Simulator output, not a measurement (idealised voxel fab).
process module | voxel transistor to metal
180 nm wide, 5 nm square cells: that's cross-section cut.
Think of the cross-section as a grid of square cells. We describe it in bands, top to bottom, and each band covers one or more rows of those cells.
The band entry comprises the height of the band's top followed by the height of its bottom, expressed in nm, and subsequently the band's materials from left to right, each stated together with its width in nm. Where a single material is marked with the word "full width", that material fills the band from edge to edge. The word "empty" represents empty space.
Ref level 0: as-received wafer is one material below here. Bottom band extends down with no lower bound ("z 0 and below").
A width given as "30 to 40" starts at the first number in the band's top row and ends at the second number in its bottom row, shifting by an equal amount at every step from row to row.
The designation "nothing different", where it is given for a processing step, indicates that no cell of the cross-section was altered in the course of that step.
For the entry "Listed closed voids", the listed items are empty spaces with no open way to the top whose size is 8 cells or more; each item follows the pattern width x height at distance, where distance is from the left edge and all three are in nm.
Post-settings text on a step line: simulator's own remark regarding the step.
You can add "overlay nm" to a step's line. For a step with a mask, it describes how far the mask lay to the right of its planned position, and a negative number describes a lay to the left.
List of planned process steps:
1 RECEIVE, material Si
2 CONFORMAL_DEP, material SiO2, thk nm 5
3 CONFORMAL_DEP, material SiN, thk nm 15
4 MASKED_ETCH, tone cover, mask id ACTIVE, width nm 100, etch materials SiN, depth nm 15, overlay nm 0
5 MASKED_ETCH, tone cover, mask id ACTIVE, width nm 100, etch materials SiO2, depth nm 5, overlay nm 0
6 MASKED_ETCH, tone cover, mask id ACTIVE, width nm 100, etch materials Si, depth nm 20, overlay nm 0
7 OXIDIZE, depth nm 5
8 FILL_DEP, material SiO2, thk nm 10
9 CMP, height nm 20
10 SELECTIVE_ETCH, etch materials SiO2, depth nm 10
11 STRIP, etch materials SiN
12 SELECTIVE_ETCH, etch materials SiO2, depth nm 5
13 OXIDIZE, depth nm 5
14 DIRECTIONAL_DEP, material polySi, thk nm 25
15 DIRECTIONAL_DEP, material SiCN, thk nm 10
16 DIRECTIONAL_DEP, material aC, thk nm 10
17 PATTERN, tone cover, mask id GATE, material resist, width nm 20, thk nm 30, overlay nm 0
18 DIRECTIONAL_ETCH, etch materials aC, depth nm 10
19 STRIP, etch materials resist
20 DIRECTIONAL_ETCH, etch materials SiCN, depth nm 20
21 DIRECTIONAL_ETCH, etch materials polySi, depth nm 35
22 STRIP, etch materials aC
23 CONFORMAL_DEP, material SiN, thk nm 10
24 DIRECTIONAL_ETCH, etch materials SiN, depth nm 10
25 DIRECTIONAL_ETCH, etch materials SiO2, depth nm 5
26 DIRECTIONAL_ETCH, etch materials Si, depth nm 10
27 EPI, material nSi, thk nm 10
28 FILL_DEP, material SiO2, thk nm 5
29 CMP, height nm 35
30 DIRECTIONAL_DEP, material SiO2, thk nm 15
31 MASKED_ETCH, tone open, mask id CONTACT, width nm 20, pitch nm 70, etch materials SiO2, depth nm 55, overlay nm 0
32 CONFORMAL_DEP, material TiN, thk nm 5
33 FILL_DEP, material W, thk nm 5
34 CMP, height nm 50
35 DIRECTIONAL_DEP, material TiN, thk nm 5
36 DIRECTIONAL_DEP, material Ru, thk nm 20
37 MASKED_ETCH, tone cover, mask id METAL_1, width nm 20, pitch nm 70, etch materials Ru, depth nm 20, overlay nm 0
38 MASKED_ETCH, tone cover, mask id METAL_1, width nm 20, pitch nm 70, etch materials TiN, depth nm 5, overlay nm 0
39 FILL_DEP, material lowk, thk nm 10
40 CMP, height nm 75
41 CONFORMAL_DEP, material SiCN, thk nm 5
42 DIRECTIONAL_DEP, material lowk, thk nm 30
43 DIRECTIONAL_DEP, material aC, thk nm 10
44 PATTERN, tone open, mask id METAL_2_HOLES, material resist, width nm 15, pitch nm 70, thk nm 30, overlay nm 0
45 DIRECTIONAL_ETCH, etch materials aC, depth nm 10
46 STRIP, etch materials resist
47 DIRECTIONAL_ETCH, etch materials lowk, depth nm 30
48 STRIP, etch materials aC
49 PATTERN, tone open, mask id METAL_2, material resist, width nm 20, pitch nm 70, thk nm 20, overlay nm -15
50 DIRECTIONAL_ETCH, etch materials lowk, depth nm 15
51 DIRECTIONAL_ETCH, etch materials SiCN, depth nm 5
52 STRIP, etch materials resist
53 CONFORMAL_DEP, material TiN, thk nm 5
54 FILL_DEP, material Ru, thk nm 5
55 CMP, height nm 110
56 CONFORMAL_DEP, material SiN, thk nm 5
The value of overlay nm given for step 49 in the plan refers to the first wafer; the wafers vary in this setting and are alike at the start.
Here's the first of the wafers in cross-section, just as we got it, i.e. after step 1:
> z 0 and below: Si full width
> Listed closed voids: none
Per wafer, end of module: cells gained (+) or lost (-) per material since receipt, then closed voids:
overlay nm -15 | +54 Ru | -128 Si | +42 SiCN | +68 SiN | +316 SiO2 | +90 TiN | +36 W | +302 lowk | +28 nSi | +20 polySi | Listed closed voids: none
overlay nm -10 | +50 Ru | -128 Si | +40 SiCN | +68 SiN | +316 SiO2 | +90 TiN | +36 W | +308 lowk | +28 nSi | +20 polySi | Listed closed voids: none
overlay nm -5 | +48 Ru | -128 Si | +38 SiCN | +68 SiN | +316 SiO2 | +88 TiN | +36 W | +314 lowk | +28 nSi | +20 polySi | Listed closed voids: none
overlay nm 0 | +48 Ru | -128 Si | +38 SiCN | +68 SiN | +316 SiO2 | +88 TiN | +36 W | +314 lowk | +28 nSi | +20 polySi | Listed closed voids: none
overlay nm 5 | +50 Ru | -128 Si | +40 SiCN | +68 SiN | +316 SiO2 | +90 TiN | +36 W | +308 lowk | +28 nSi | +20 polySi | Listed closed voids: none
overlay nm 10 | +54 Ru | -128 Si | +42 SiCN | +68 SiN | +316 SiO2 | +90 TiN | +36 W | +302 lowk | +28 nSi | +20 polySi | Listed closed voids: none
overlay nm 15 | +58 Ru | -128 Si | +44 SiCN | +68 SiN | +316 SiO2 | +90 TiN | +36 W | +296 lowk | +28 nSi | +20 polySi | Listed closed voids: none
